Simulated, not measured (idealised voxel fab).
Process module, titled voxel double patterning
Shown is cross-section cut, with a width of 160 nm and square cells of size 5 nm.
In this document a cross-section is written as a grid of square cells. It is given as a series of bands, listed from the top down, and a band is one or more rows of cells. Top, bottom (nm), then materials left to right with widths (nm); lone material tagged "throughout" fills the whole band edge to edge; "blank" = empty space. A quick word on heights: they are counted from 0, and under that level the wafer as it came to us is one material throughout. The lowest band is different from the rest in having no bottom; it simply continues downward, written as in "z 0 and below". Width spec "30 to 40" -> top row of cells at first value, bottom row at second value, equal per-row change in between. It should be understood that the words "no modifications", when stated for a given step, signify that the cross-section underwent no change in any of its cells during that step. So "Voids, fully enclosed" is basically the list of trapped voids: any empty space of 8 cells or more that can't reach the top through an opening. They're written width x height at distance, the distance being from the left edge, and it's all nm. On a step's line, text after the settings is the simulator commenting on that step. "overlay nm" answers the question of how far to the right of plan the mask lay on a step that has a mask, and when it is negative the answer is to the left.

PLANNED PROCESS STEPS
| 1 | RECEIVE: material Si |
| 2 | CONFORMAL_DEP: material SiO2, thk nm 10 |
| 3 | DIRECTIONAL_DEP: material W, thk nm 10 |
| 4 | DIRECTIONAL_DEP: material SiCN, thk nm 5 |
| 5 | DIRECTIONAL_DEP: material aC, thk nm 15 |
| 6 | PATTERN: tone open, mask id FIRST, material resist, width nm 15, pitch nm 50, thk nm 30, overlay nm 0 |
| 7 | DIRECTIONAL_ETCH: etch materials aC, depth nm 15 |
| 8 | STRIP: etch materials resist |
| 9 | DIRECTIONAL_ETCH: etch materials SiCN, depth nm 5 |
| 10 | STRIP: etch materials aC |
| 11 | DIRECTIONAL_DEP: material aC, thk nm 10 |
| 12 | PATTERN: tone open, mask id SECOND, material resist, width nm 15, pitch nm 50, thk nm 30, overlay nm 0 |
| 13 | DIRECTIONAL_ETCH: etch materials aC, depth nm 10 |
| 14 | STRIP: etch materials resist |
| 15 | DIRECTIONAL_ETCH: etch materials SiCN, depth nm 5 |
| 16 | STRIP: etch materials aC |
| 17 | DIRECTIONAL_ETCH: etch materials W, depth nm 10 |
| 18 | STRIP: etch materials SiCN |

DELIVERED WAFER IN CROSS-SECTION: STATE AFTER STEP 1
    z 0 and below: Si throughout
    Voids, fully enclosed: none

FIGURE: CROSS-SECTIONAL VIEW OF THE WAFER UPON COMPLETION OF THE MODULE, PROCESSED FROM THE INITIAL STATE AND ACCORDING TO THE PLAN DEPICTED ABOVE, WITH ONE ERROR INTRODUCED DURING EXECUTION
    z 20 to 10: SiO2 throughout
    z 10 to 0: W throughout
    z 0 and below: Si throughout
    Voids, fully enclosed: none
What was the processing mistake? steps 2 and 3 of the plan were each performed in the slot designated for the other
